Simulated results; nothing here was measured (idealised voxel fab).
voxel capacitor over wiring: a process module
We display cut, a cross-section 295 nm in width whose square cells are each 5 nm.
Square cells in a grid make up a cross-section in this document, and the grid is given as bands, listed from the top down, each one or more rows of cells. First you get the band's top height and its bottom height, in nm, and then the materials it's made of, left to right, with each width in nm. If you see a single material with "full width", that one covers the band edge to edge. "air" is empty space. The reference from which all heights are counted is 0, the level beneath which the as-received wafer is entirely one material; the lowest band, having no lower bound, proceeds downward and is written after the example "0 down". A width given as "30->40" starts at the first number in the band's top row and ends at the second number in its bottom row, shifting by an equal amount at every step from row to row. What does "no alteration" mean for a step? It means no cell of the cross-section changed in that step. Each empty space that has no open way to the top and spans at least 8 cells appears under "Closed empty spaces" as width x height at distance, the distance counted from the left edge, all in nm. It should be noted that, on the line of a given step, the content following the step's settings is a remark produced by the simulator itself with respect to that step. When a step includes a mask, the "overlay nm" setting on its line states how far to the right of its planned place that mask lay, and negative values state how far to the left.

So here's the lineup of process steps we planned
| 1 | RECEIVE with material Si |
| 2 | CONFORMAL_DEP with material SiO2, thk nm 15 |
| 3 | CONFORMAL_DEP with material SiCN, thk nm 5 |
| 4 | DIRECTIONAL_DEP with material SiO2, thk nm 25 |
| 5 | PATTERN with tone open, mask id METAL_1, material resist, width nm 30, pitch nm 95, thk nm 20, overlay nm 0 |
| 6 | DIRECTIONAL_ETCH with etch materials SiO2, depth nm 25 |
| 7 | DIRECTIONAL_ETCH with etch materials SiCN, depth nm 5 |
| 8 | STRIP with etch materials resist |
| 9 | CONFORMAL_DEP with material TiN, thk nm 5 |
| 10 | FILL_DEP with material Cu, thk nm 10 |
| 11 | CMP with height nm 45 |
| 12 | CONFORMAL_DEP with material SiCN, thk nm 5 |
| 13 | DIRECTIONAL_DEP with material SiO2, thk nm 10 |
| 14 | MASKED_ETCH with tone open, mask id PLUG_1, width nm 15, etch materials SiO2, depth nm 10, overlay nm 0 |
| 15 | MASKED_ETCH with tone open, mask id PLUG_1, width nm 15, etch materials SiCN, depth nm 5, overlay nm 0 |
| 16 | EPI with material Ru, thk nm 10 |
| 17 | EPI with material Ru, thk nm 5 |
| 18 | DIRECTIONAL_DEP with material TiN, thk nm 5 |
| 19 | DIRECTIONAL_DEP with material SiN, thk nm 5 |
| 20 | DIRECTIONAL_DEP with material TiN, thk nm 5 |
| 21 | MASKED_ETCH with tone cover, mask id UPPER_PLATE, width nm 70, etch materials TiN, depth nm 5, overlay nm 0 |
| 22 | MASKED_ETCH with tone cover, mask id UPPER_PLATE, width nm 70, etch materials SiN, depth nm 5, overlay nm 0 |
| 23 | DIRECTIONAL_DEP with material aC, thk nm 15 |
| 24 | PATTERN with tone cover, mask id LOWER_PLATE, material resist, width nm 80, thk nm 35, overlay nm -15 |
| 25 | DIRECTIONAL_ETCH with etch materials aC, depth nm 15 |
| 26 | STRIP with etch materials resist |
| 27 | DIRECTIONAL_ETCH with etch materials TiN, depth nm 5 |
| 28 | STRIP with etch materials aC |
| 29 | FILL_DEP with material SiO2, thk nm 15 |
| 30 | CMP with height nm 85 |
| 31 | DIRECTIONAL_DEP with material aC, thk nm 10 |
| 32 | PATTERN with tone open, mask id PLUG_2, material resist, width nm 15, thk nm 25, overlay nm 0 |
| 33 | DIRECTIONAL_ETCH with etch materials aC, depth nm 10 |
| 34 | STRIP with etch materials resist |
| 35 | DIRECTIONAL_ETCH with etch materials SiO2, depth nm 10 |
| 36 | STRIP with etch materials aC |
| 37 | CONFORMAL_DEP with material TiN, thk nm 5 |
| 38 | FILL_DEP with material Ru, thk nm 5 |
| 39 | CMP with height nm 85 |
| 40 | CONFORMAL_DEP with material SiCN, thk nm 5 |
For this document, wafers share an identical start and vary in the step 24 overlay nm; the plan quotes the first wafer's value.

Step 1 complete: as-received cross-section of the first of several wafers
> 0 down  Si full width
> Closed empty spaces: none

Cross-sectional representation of the first of several wafers at the end of the module, i.e. after its terminal step, step 40
> 90 to 85  SiCN full width
> 85 to 80  SiO2 (110); TiN (5); Ru (5); TiN (5); SiO2 (170)
> 80 to 70  SiO2 (110->100); TiN (15->60); SiO2 (170->135)
> 70 to 65  SiO2 (100); SiN (70); SiO2 (125)
> 65 to 60  SiO2 (80); TiN (90); SiO2 (125)
> 60 to 50  SiO2 (100); Ru (15); SiO2 (180)
> 50 to 45  SiCN (100); Ru (15); SiCN (180)
> 45 to 20  SiO2 (85); TiN (5); Cu (20); TiN (5); SiO2 (65); TiN (5); Cu (20); TiN (5); SiO2 (85)
> 20 to 15  SiCN (85); TiN (30); SiCN (65); TiN (30); SiCN (85)
> 15 to 0  SiO2 full width
> 0 down  Si full width
> Closed empty spaces: none

Cross-section of the final wafer among several, taken at the end of the module
> 90 to 85  SiCN full width
> 85 to 80  SiO2 (110); TiN (5); Ru (5); TiN (5); SiO2 (170)
> 80 to 70  SiO2 (110); TiN (15->60); SiO2 (170->125)
> 70 to 65  SiO2 (100); SiN (70); SiO2 (125)
> 65 to 60  SiO2 (100); TiN (90); SiO2 (105)
> 60 to 50  SiO2 (100); Ru (15); SiO2 (180)
> 50 to 45  SiCN (100); Ru (15); SiCN (180)
> 45 to 20  SiO2 (85); TiN (5); Cu (20); TiN (5); SiO2 (65); TiN (5); Cu (20); TiN (5); SiO2 (85)
> 20 to 15  SiCN (85); TiN (30); SiCN (65); TiN (30); SiCN (85)
> 15 to 0  SiO2 full width
> 0 down  Si full width
> Closed empty spaces: none

Table: wafers, a row each; end-of-module cell change per material since receipt, gain (+), loss (-); then closed voids
overlay nm -15 | +40 Cu | +10 Ru | +162 SiCN | +14 SiN | +769 SiO2 | +67 TiN | Closed empty spaces: none
overlay nm -10 | +40 Cu | +10 Ru | +162 SiCN | +14 SiN | +769 SiO2 | +67 TiN | Closed empty spaces: none
overlay nm -5 | +40 Cu | +10 Ru | +162 SiCN | +14 SiN | +769 SiO2 | +67 TiN | Closed empty spaces: none
overlay nm 0 | +40 Cu | +10 Ru | +162 SiCN | +14 SiN | +769 SiO2 | +67 TiN | Closed empty spaces: none
overlay nm 5 | +40 Cu | +10 Ru | +162 SiCN | +14 SiN | +769 SiO2 | +67 TiN | Closed empty spaces: none
overlay nm 10 | +40 Cu | +10 Ru | +162 SiCN | +14 SiN | +769 SiO2 | +67 TiN | Closed empty spaces: none
overlay nm 15 | +40 Cu | +10 Ru | +162 SiCN | +14 SiN | +769 SiO2 | +67 TiN | Closed empty spaces: none
